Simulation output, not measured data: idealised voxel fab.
Process module under the name voxel self aligned vias
Section shown: cut. Width: 220 nm. Cell size: 5 nm, square.
This document writes a cross-section as a grid whose cells are square, and gives it as bands, listed from the top down; one or more rows of cells form a band.
Band entry format. Leading values: height of top, height of bottom, nm. Remainder: materials in left-to-right order, each with its width in nm. Special words: "everywhere" on a single material, which then fills the band edge to edge; "empty", empty space.
Basically, 0 is our baseline, since under it the wafer straight out of the box is all one material. The bottom band has no lower end and keeps on going down, so it looks like "0..down".
With a width like "30->40", each row of cells in the band differs from the next by the same amount, the top row carrying the first number and the bottom row the second.
Basically "all unchanged" means that step didn't change any cell in the cross-section.
Basically, "Closed void list" tells you about the enclosed voids: empty spaces with no open way to the top, 8 cells or bigger, each written width x height at distance, where distance is from the left edge, all in nm.
Note: text after step settings on the step line = simulator remark on that step.
overlay nm: right-of-plan distance of the mask on a masked step; negative values mean left-of-plan.

-- The process steps that were planned are listed below
1) RECEIVE | material Si
2) CONFORMAL_DEP | material SiO2 | thk nm 10
3) CONFORMAL_DEP | material SiCN | thk nm 5
4) DIRECTIONAL_DEP | material SiO2 | thk nm 20
5) MASKED_ETCH | tone open | mask id LINES | width nm 25 | pitch nm 65 | etch materials SiO2 | depth nm 20 | overlay nm 0
6) CONFORMAL_DEP | material TiN | thk nm 5
7) FILL_DEP | material W | thk nm 10
8) CMP | height nm 35
9) SELECTIVE_ETCH | etch materials W Ru TiN | depth nm 5
10) FILL_DEP | material SiN | thk nm 5
11) CMP | height nm 35
12) DIRECTIONAL_DEP | material SiO2 | thk nm 15
13) MASKED_ETCH | tone open | mask id VIAS | width nm 35 | etch materials SiO2 | depth nm 15 | overlay nm 0
14) MASKED_ETCH | tone open | mask id VIAS | width nm 35 | etch materials SiN | depth nm 5 | overlay nm 0
15) CONFORMAL_DEP | material TiN | thk nm 5
16) FILL_DEP | material Cu | thk nm 5
17) CMP | height nm 50
18) CONFORMAL_DEP | material SiCN | thk nm 5

-- Cross-section of the wafer at receipt, which is the condition after step 1
	0..down | Si everywhere
	Closed void list: none

-- Run as planned - first of the two wafers cross-sectioned at the end of the module
	55..50 | SiCN everywhere
	50..40 | SiO2=60, then TiN=5, then Cu=25, then TiN=5, then SiO2=125
	40..35 | SiO2=60, then TiN=10, then Cu=15, then TiN=10, then SiO2=125
	35..30 | SiO2=65, then TiN=25, then SiO2=40, then SiN=25, then SiO2=65
	30..20 | SiO2=65, then TiN=5, then W=15, then TiN=5, then SiO2=40, then TiN=5, then W=15, then TiN=5, then SiO2=65
	20..15 | SiO2=65, then TiN=25, then SiO2=40, then TiN=25, then SiO2=65
	15..10 | SiCN everywhere
	10..0 | SiO2 everywhere
	0..down | Si everywhere
	Closed void list: none

-- This cross-section belongs to the second wafer of two at the end of the module; the start and the plan were shared with the first, and the run included one mistake
	55..50 | SiCN everywhere
	50..40 | SiO2=60, then TiN=5, then Cu=25, then TiN=5, then SiO2=125
	40..35 | SiO2=60, then TiN=35, then SiO2=125
	35..30 | SiN=60, then TiN=5, then SiO2=25, then TiN=5, then SiN=35, then SiO2=25, then SiN=65
	30..20 | W=60, then TiN=5, then SiO2=25, then TiN=5, then W=30, then TiN=5, then SiO2=25, then TiN=5, then W=60
	20..15 | TiN=65, then SiO2=25, then TiN=40, then SiO2=25, then TiN=65
	15..10 | SiCN everywhere
	10..0 | SiO2 everywhere
	0..down | Si everywhere
	Closed void list: none
Misprocessing identified: step 5 was not run as planned; what actually ran was MASKED_ETCH | tone cover | mask id LINES | width nm 25 | pitch nm 65 | etch materials SiO2 | depth nm 20 | overlay nm 0
Counted in cells at the end, the second wafer holds more or fewer of these materials than the first: Cu: 3 fewer | SiN: 27 more | SiO2: 96 fewer | TiN: 24 more | W: 48 more
